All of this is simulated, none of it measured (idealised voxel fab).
Process module in this document: voxel ribs on slabs
This is section cut - it's 165 nm across, gridded in 5 nm square cells.
Cross-section spec: square-cell grid; bands listed top down; each band is one or more rows. Top, bottom (nm), then materials left to right with widths (nm); lone material tagged "edge to edge" fills the whole band edge to edge; "blank" = empty space. Height datum 0, below which the as-received substrate wafer is one material. Lowest band open at the bottom, running downward: "0 -> down". It should be noted that a width expressed as "30..40" varies in equal increments from row to row of cells within the band, taking the value of the first number at the top row and that of the second number at the bottom row. It should be understood that the words "nothing altered", when stated for a given step, signify that the cross-section underwent no change in any of its cells during that step. Under "Closed void inventory" you'll find the enclosed gaps, the ones with no way out to the top, that are 8 cells or bigger; each reads width x height at distance, with distance counted from the left edge, everything in nm. It should be noted that, on the line of a given step, the content following the step's settings is a remark produced by the simulator itself with respect to that step. overlay nm: step with mask; distance mask lay right of planned place; negative value = left of planned place.
Here's what the planned process steps look like:
1: RECEIVE with material Si
2: DIRECTIONAL_DEP with material SiO2, thk nm 25
3: DIRECTIONAL_DEP with material SiN, thk nm 15
4: DIRECTIONAL_DEP with material aC, thk nm 10
5: PATTERN with tone cover, mask id RIB, material resist, width nm 25, thk nm 25, overlay nm 0
6: DIRECTIONAL_ETCH with etch materials aC, depth nm 10
7: STRIP with etch materials resist
8: DIRECTIONAL_ETCH with etch materials SiN, depth nm 10
9: STRIP with etch materials aC
10: PATTERN with tone cover, mask id SLAB, material resist, width nm 55, thk nm 15, overlay nm 0
11: DIRECTIONAL_ETCH with etch materials SiN, depth nm 5
12: STRIP with etch materials resist
13: FILL_DEP with material SiO2, thk nm 25
14: CMP with height nm 55
15: DIRECTIONAL_DEP with material W, thk nm 10
16: DIRECTIONAL_DEP with material aC, thk nm 10
17: PATTERN with tone cover, mask id HEATER, material resist, width nm 35, thk nm 25, overlay nm 0
18: DIRECTIONAL_ETCH with etch materials aC, depth nm 10
19: STRIP with etch materials resist
20: DIRECTIONAL_ETCH with etch materials W, depth nm 10
21: STRIP with etch materials aC
22: CONFORMAL_DEP with material SiO2, thk nm 5
Cross-section of the wafer as it came to us, i.e., already through step 1:
0 -> down = Si edge to edge
Closed void inventory: none
End-of-module cross-section of the first of two wafers, processed as planned:
70 -> 65 = blank: 60 | SiO2: 45 | blank: 60
65 -> 60 = blank: 60 | SiO2: 5 | W: 35 | SiO2: 5 | blank: 60
60 -> 55 = SiO2: 65 | W: 35 | SiO2: 65
55 -> 40 = SiO2 edge to edge
40 -> 30 = SiO2: 70 | SiN: 25 | SiO2: 70
30 -> 25 = SiO2: 55 | SiN: 55 | SiO2: 55
25 -> 0 = SiO2 edge to edge
0 -> down = Si edge to edge
Closed void inventory: none
Second wafer cross-section at end of module - shared start and plan with the first, one mistake in the run:
65 -> 55 = blank: 65 | W: 35 | blank: 65
55 -> 40 = SiO2 edge to edge
40 -> 30 = SiO2: 70 | SiN: 25 | SiO2: 70
30 -> 25 = SiO2: 55 | SiN: 55 | SiO2: 55
25 -> 0 = SiO2 edge to edge
0 -> down = Si edge to edge
Closed void inventory: none
Want to know what went wrong? not run: step 22 of the plan (skipped)
at the end the second wafer has, in cells: SiO2: 37 fewer
